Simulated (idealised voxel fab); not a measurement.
Herein follows the process module entitled voxel released beams.
We display cut, a cross-section 220 nm in width whose square cells are each 5 nm.
A cross-section in this document is a grid of square cells, and it is written down as bands, the top band listed before the ones below it; a band is made up of one or more rows of cells. First you get the band's top height and its bottom height, in nm, and then the materials it's made of, left to right, with each width in nm. If you see a single material with "full width", that one covers the band edge to edge. "blank" is empty space. Where do heights start? At 0: under that level the wafer as delivered is made of one material only. And the lowest band has no floor; it just carries on downward, as in "0 down". You'd read "30..40" like this: the band's top row of cells is as wide as the first number, its bottom row is as wide as the second, and going down, every row changes width by the same amount as the row before did. Given "left unchanged" for a step, no cell of the cross-section differs between before and after that step. The list in "Unvented internal voids" covers empty spaces of 8 cells or more that cannot reach the top through any open way, and it gives each as width x height at distance; the distance is from the left edge, and width, height and distance are in nm. Read whatever lies past the settings on a step's line as the simulator's own remark about the step. overlay nm: how far to the right of its planned place the mask lay on this masked step (negative: to the left).

**Steps in the process plan**
step 1: RECEIVE,material Si
step 2: CONFORMAL_DEP,material SiN,thk nm 10
step 3: DIRECTIONAL_DEP,material SiO2,thk nm 15
step 4: MASKED_ETCH,tone open,mask id ANCHOR,width nm 45,etch materials SiO2,depth nm 15,overlay nm 0
step 5: CONFORMAL_DEP,material TiN,thk nm 15
step 6: PATTERN,tone cover,mask id BEAM,material resist,width nm 130,thk nm 20,overlay nm 0
step 7: DIRECTIONAL_ETCH,etch materials TiN,depth nm 15
step 8: STRIP,etch materials resist
step 9: STRIP,etch materials SiO2

**Cross-section of the wafer at receipt, which is the condition after step 1**
    0 down | Si full width
    Unvented internal voids: none

**Starting wafer: above. Plan: above. Run: one mistake. Cross-section after the module: below**
    30 to 15 | blank 40 / TiN 20 / blank 15 / TiN 95 / blank 50
    15 to 0 | blank 45 / TiN 45 / blank 130
    0 down | Si full width
    Unvented internal voids: none
The plan and the run diverged here: step 2 of the plan: omitted, not performed
